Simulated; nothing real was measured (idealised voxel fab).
Process module, titled voxel fin reveal
Xsec cut, 280 nm wide, square cell size 5 nm.
This document writes a cross-section as a grid whose cells are square, and gives it as bands, listed from the top down; one or more rows of cells form a band.
For a band, the entry starts with two heights in nm, that of the top and then that of the bottom, and carries on with the band's materials in order from left to right, each alongside its width in nm; the word "throughout" beside a single material means it fills the band edge to edge, and "empty" means empty space.
Note: height 0 marks the level under which the wafer is uniformly one material as received. Lowest band unbounded below, written "0 nm and below".
A width such as "30..40" changes by the same amount from each row of cells to the next, from the band's top row to its bottom row.
"same as before", as given for a step, is the statement that not any cell of the cross-section underwent a change during that step.
Closed-off voids of 8+ cells (no open route to the top) go in "Closed void entries", written width x height at distance from the left edge, in nm.
Where a step's line continues beyond its settings, the continuation is a remark by the simulator itself on that step.
overlay nm: for a step with a mask, the amount by which the mask lay right of where it was planned; a negative amount means left of it.

### Process steps (planned)
1,RECEIVE: material Si
2,CONFORMAL_DEP: material SiN, thk nm 10
3,MASKED_ETCH: tone cover, mask id FINS, width nm 15, pitch nm 40, etch materials SiN, depth nm 10, overlay nm 0
4,MASKED_ETCH: tone cover, mask id FINS, width nm 15, pitch nm 40, etch materials Si, depth nm 40, overlay nm 0
5,FILL_DEP: material SiO2, thk nm 5
6,CMP: height nm 10
7,SELECTIVE_ETCH: etch materials SiO2, depth nm 40
8,STRIP: etch materials SiN

### Received-state cross-section, reflecting completion of step 1
    0 nm and below = Si throughout
    Closed void entries: none

### Module complete, cross-section. Starting point and plan per above. One mistake made in running the module
    10 nm to 0 nm = 70 of empty; 15 of SiN; 25 of empty; 15 of SiN; 25 of empty; 15 of SiN; 25 of empty; 15 of SiN; 75 of empty
    0 nm to -40 nm = 70 of empty; 15 of Si; 25 of empty; 15 of Si; 25 of empty; 15 of Si; 25 of empty; 15 of Si; 75 of empty
    -40 nm and below = Si throughout
    Closed void entries: none
Which mistake was made when the wafer was run? so step 8 ended up running with a different setting than we planned, it ran as STRIP: etch materials SiO2
